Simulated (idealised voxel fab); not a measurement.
Title: Process Module voxel transistor to metal
For reference, the cross-section in this document is cut, with width 285 nm and square cells of 5 nm.
Heads up, the way a cross-section reads in here is a grid of square cells, handed over as bands from the top down, with every band being one or more rows of cells.
It is stipulated that each band's entry specify, in nanometres, the height of the top of the band and then that of its bottom, followed by the materials of the band in left-to-right sequence, each together with its width in nanometres. A single material marked by the word "throughout" is understood to fill the band from edge to edge; the word "blank" is understood to denote empty space.
Measure heights from 0. That's the level where, below it, the as-received wafer is all one material. The lowest band is bottomless and extends downward; write it as in "0 and below".
A width such as "30..40" changes by the same amount from each row of cells to the next, from the band's top row to its bottom row.
"nothing changed" (step): cross-section cells unchanged, all of them.
Each empty space that has no open way to the top and spans at least 8 cells appears under "Closed void catalog" as width x height at distance, the distance counted from the left edge, all in nm.
Past the settings on a step's line: simulator remark, on that step.
overlay nm, on a step with a mask: how far to the right of its planned place the mask lay; to the left if negative
The steps planned for the process are as follows:
1. RECEIVE,material Si
2. CONFORMAL_DEP,material SiO2,thk nm 5
3. CONFORMAL_DEP,material SiN,thk nm 10
4. PATTERN,tone cover,mask id ACTIVE,material resist,width nm 115,pitch nm 140,thk nm 15,overlay nm 0
5. DIRECTIONAL_ETCH,etch materials SiN,depth nm 10
6. DIRECTIONAL_ETCH,etch materials SiO2,depth nm 5
7. DIRECTIONAL_ETCH,etch materials Si,depth nm 25
8. STRIP,etch materials resist
9. OXIDIZE,depth nm 5
10. FILL_DEP,material SiO2,thk nm 5
11. CMP,height nm 15
12. SELECTIVE_ETCH,etch materials SiO2,depth nm 5
13. STRIP,etch materials SiN
14. SELECTIVE_ETCH,etch materials SiO2,depth nm 5
15. OXIDIZE,depth nm 5
16. DIRECTIONAL_DEP,material polySi,thk nm 25
17. DIRECTIONAL_DEP,material SiCN,thk nm 10
18. PATTERN,tone cover,mask id GATE,material resist,width nm 25,pitch nm 140,thk nm 20,overlay nm 0
19. DIRECTIONAL_ETCH,etch materials SiCN,depth nm 20
20. DIRECTIONAL_ETCH,etch materials polySi,depth nm 35
21. STRIP,etch materials resist
22. CONFORMAL_DEP,material SiO2,thk nm 5
23. DIRECTIONAL_ETCH,etch materials SiO2,depth nm 5
24. CONFORMAL_DEP,material SiN,thk nm 10
25. DIRECTIONAL_ETCH,etch materials SiN,depth nm 10
26. DIRECTIONAL_ETCH,etch materials SiO2,depth nm 5
27. DIRECTIONAL_ETCH,etch materials Si,depth nm 5
28. EPI,material nSi,thk nm 5
29. FILL_DEP,material SiO2,thk nm 5
30. CMP,height nm 35
31. DIRECTIONAL_DEP,material SiO2,thk nm 10
32. DIRECTIONAL_DEP,material aC,thk nm 10
33. PATTERN,tone open,mask id CONTACT,material resist,width nm 35,pitch nm 70,thk nm 30,overlay nm 0
34. DIRECTIONAL_ETCH,etch materials aC,depth nm 10
35. STRIP,etch materials resist
36. DIRECTIONAL_ETCH,etch materials SiO2,depth nm 50
37. STRIP,etch materials aC
38. CONFORMAL_DEP,material TiN,thk nm 5
39. FILL_DEP,material W,thk nm 5
40. CMP,height nm 45
41. DIRECTIONAL_DEP,material TiN,thk nm 5
42. DIRECTIONAL_DEP,material W,thk nm 25
43. PATTERN,tone cover,mask id METAL_1,material resist,width nm 20,thk nm 15,overlay nm 0
44. DIRECTIONAL_ETCH,etch materials W,depth nm 25
45. DIRECTIONAL_ETCH,etch materials TiN,depth nm 5
46. STRIP,etch materials resist
47. CONFORMAL_DEP,material SiN,thk nm 5
48. FILL_DEP,material SiO2,thk nm 10
49. CMP,height nm 75
50. CONFORMAL_DEP,material SiCN,thk nm 5
Wafer cross-section on receipt, i.e. after step 1:
- 0 and below | Si throughout
- Closed void catalog: none
Cross-section taken at module completion on the first of two wafers; processed per the plan:
- 80 down to 75 | SiCN throughout
- 75 down to 50 | SiO2 15 nm | SiN 5 nm | W 20 nm | SiN 5 nm | SiO2 55 nm | SiN 5 nm | W 20 nm | SiN 5 nm | SiO2 25 nm | SiN 5 nm | W 20 nm | SiN 5 nm | SiO2 55 nm | SiN 5 nm | W 20 nm | SiN 5 nm | SiO2 15 nm
- 50 down to 45 | SiN 20 nm | TiN 20 nm | SiN 65 nm | TiN 20 nm | SiN 35 nm | TiN 20 nm | SiN 65 nm | TiN 20 nm | SiN 20 nm
- 45 down to 35 | SiO2 20 nm | TiN 5 nm | W 25..15 nm | TiN 5..15 nm | SiO2 35 nm | TiN 5..15 nm | W 25..15 nm | TiN 5 nm | SiO2 35 nm | TiN 5 nm | W 25..15 nm | TiN 5..15 nm | SiO2 35 nm | TiN 5..15 nm | W 25..15 nm | TiN 5 nm | SiO2 20 nm
- 35 down to 25 | SiO2 20 nm | TiN 5 nm | W 15 nm | TiN 5 nm | SiN 10 nm | SiO2 5 nm | SiCN 25 nm | SiO2 5 nm | SiN 10 nm | TiN 5 nm | W 15 nm | TiN 5 nm | SiO2 35 nm | TiN 5 nm | W 15 nm | TiN 5 nm | SiN 10 nm | SiO2 5 nm | SiCN 25 nm | SiO2 5 nm | SiN 10 nm | TiN 5 nm | W 15 nm | TiN 5 nm | SiO2 20 nm
- 25 down to 10 | SiO2 20 nm | TiN 5 nm | W 15 nm | TiN 5 nm | SiN 10 nm | SiO2 5 nm | polySi 25 nm | SiO2 5 nm | SiN 10 nm | TiN 5 nm | W 15 nm | TiN 5 nm | SiO2 35 nm | TiN 5 nm | W 15 nm | TiN 5 nm | SiN 10 nm | SiO2 5 nm | polySi 25 nm | SiO2 5 nm | SiN 10 nm | TiN 5 nm | W 15 nm | TiN 5 nm | SiO2 20 nm
- 10 down to 5 | SiO2 20 nm | TiN 10 nm | W 10 nm | TiN 5 nm | SiN 10 nm | SiO2 5 nm | polySi 25 nm | SiO2 5 nm | SiN 10 nm | TiN 5 nm | W 10 nm | TiN 10 nm | SiO2 35 nm | TiN 10 nm | W 10 nm | TiN 5 nm | SiN 10 nm | SiO2 5 nm | polySi 25 nm | SiO2 5 nm | SiN 10 nm | TiN 5 nm | W 10 nm | TiN 10 nm | SiO2 20 nm
- 5 down to 0 | SiO2 15 nm | SiN 10 nm | TiN 20 nm | SiN 10 nm | SiO2 5 nm | polySi 25 nm | SiO2 5 nm | SiN 10 nm | TiN 20 nm | SiN 10 nm | SiO2 25 nm | SiN 10 nm | TiN 20 nm | SiN 10 nm | SiO2 5 nm | polySi 25 nm | SiO2 5 nm | SiN 10 nm | TiN 20 nm | SiN 10 nm | SiO2 15 nm
- 0 down to -5 | SiO2 25 nm | nSi 5 nm | TiN 10 nm | nSi 5 nm | SiO2 55 nm | nSi 5 nm | TiN 10 nm | nSi 5 nm | SiO2 45 nm | nSi 5 nm | TiN 10 nm | nSi 5 nm | SiO2 55 nm | nSi 5 nm | TiN 10 nm | nSi 5 nm | SiO2 25 nm
- -5 down to -10 | SiO2 20 nm | Si 5 nm | nSi 20 nm | Si 55 nm | nSi 20 nm | Si 5 nm | SiO2 35 nm | Si 5 nm | nSi 20 nm | Si 55 nm | nSi 20 nm | Si 5 nm | SiO2 20 nm
- -10 down to -30 | SiO2 20 nm | Si 105 nm | SiO2 35 nm | Si 105 nm | SiO2 20 nm
- -30 and below | Si throughout
- Closed void catalog: none
Wafer two (of two), end-of-module cross-section: start = wafer one, plan = wafer one, one run mistake:
- 80 down to 75 | SiCN throughout
- 75 down to 50 | SiO2 15 nm | SiN 5 nm | W 20 nm | SiN 5 nm | SiO2 55 nm | SiN 5 nm | W 20 nm | SiN 5 nm | SiO2 25 nm | SiN 5 nm | W 20 nm | SiN 5 nm | SiO2 55 nm | SiN 5 nm | W 20 nm | SiN 5 nm | SiO2 15 nm
- 50 down to 45 | SiN 20 nm | TiN 20 nm | SiN 65 nm | TiN 20 nm | SiN 35 nm | TiN 20 nm | SiN 65 nm | TiN 20 nm | SiN 20 nm
- 45 down to 40 | TiN 25 nm | W 25 nm | TiN 45 nm | W 25 nm | TiN 45 nm | W 25 nm | TiN 45 nm | W 25 nm | TiN 25 nm
- 40 down to 35 | SiO2 20 nm | TiN 5 nm | W 15 nm | TiN 15 nm | SiO2 35 nm | TiN 15 nm | W 15 nm | TiN 5 nm | SiO2 35 nm | TiN 5 nm | W 15 nm | TiN 15 nm | SiO2 35 nm | TiN 15 nm | W 15 nm | TiN 5 nm | SiO2 20 nm
- 35 down to 25 | SiO2 20 nm | TiN 5 nm | W 15 nm | TiN 5 nm | SiN 10 nm | SiO2 5 nm | SiCN 25 nm | SiO2 5 nm | SiN 10 nm | TiN 5 nm | W 15 nm | TiN 5 nm | SiO2 35 nm | TiN 5 nm | W 15 nm | TiN 5 nm | SiN 10 nm | SiO2 5 nm | SiCN 25 nm | SiO2 5 nm | SiN 10 nm | TiN 5 nm | W 15 nm | TiN 5 nm | SiO2 20 nm
- 25 down to 10 | SiO2 20 nm | TiN 5 nm | W 15 nm | TiN 5 nm | SiN 10 nm | SiO2 5 nm | polySi 25 nm | SiO2 5 nm | SiN 10 nm | TiN 5 nm | W 15 nm | TiN 5 nm | SiO2 35 nm | TiN 5 nm | W 15 nm | TiN 5 nm | SiN 10 nm | SiO2 5 nm | polySi 25 nm | SiO2 5 nm | SiN 10 nm | TiN 5 nm | W 15 nm | TiN 5 nm | SiO2 20 nm
- 10 down to 5 | SiO2 20 nm | TiN 10 nm | W 10 nm | TiN 5 nm | SiN 10 nm | SiO2 5 nm | polySi 25 nm | SiO2 5 nm | SiN 10 nm | TiN 5 nm | W 10 nm | TiN 10 nm | SiO2 35 nm | TiN 10 nm | W 10 nm | TiN 5 nm | SiN 10 nm | SiO2 5 nm | polySi 25 nm | SiO2 5 nm | SiN 10 nm | TiN 5 nm | W 10 nm | TiN 10 nm | SiO2 20 nm
- 5 down to 0 | SiO2 15 nm | SiN 10 nm | TiN 20 nm | SiN 10 nm | SiO2 5 nm | polySi 25 nm | SiO2 5 nm | SiN 10 nm | TiN 20 nm | SiN 10 nm | SiO2 25 nm | SiN 10 nm | TiN 20 nm | SiN 10 nm | SiO2 5 nm | polySi 25 nm | SiO2 5 nm | SiN 10 nm | TiN 20 nm | SiN 10 nm | SiO2 15 nm
- 0 down to -5 | SiO2 25 nm | nSi 5 nm | TiN 10 nm | nSi 5 nm | SiO2 55 nm | nSi 5 nm | TiN 10 nm | nSi 5 nm | SiO2 45 nm | nSi 5 nm | TiN 10 nm | nSi 5 nm | SiO2 55 nm | nSi 5 nm | TiN 10 nm | nSi 5 nm | SiO2 25 nm
- -5 down to -10 | SiO2 20 nm | Si 5 nm | nSi 20 nm | Si 55 nm | nSi 20 nm | Si 5 nm | SiO2 35 nm | Si 5 nm | nSi 20 nm | Si 55 nm | nSi 20 nm | Si 5 nm | SiO2 20 nm
- -10 down to -30 | SiO2 20 nm | Si 105 nm | SiO2 35 nm | Si 105 nm | SiO2 20 nm
- -30 and below | Si throughout
- Closed void catalog: none
Nonconformance to the process plan: so step 31 ended up running with a different setting than we planned, it ran as DIRECTIONAL_DEP,material SiO2,thk nm 5
Looking at both finished wafers in cells, the second ends up ahead of or behind the first on some materials: 29 fewer of SiO2; 29 more of TiN
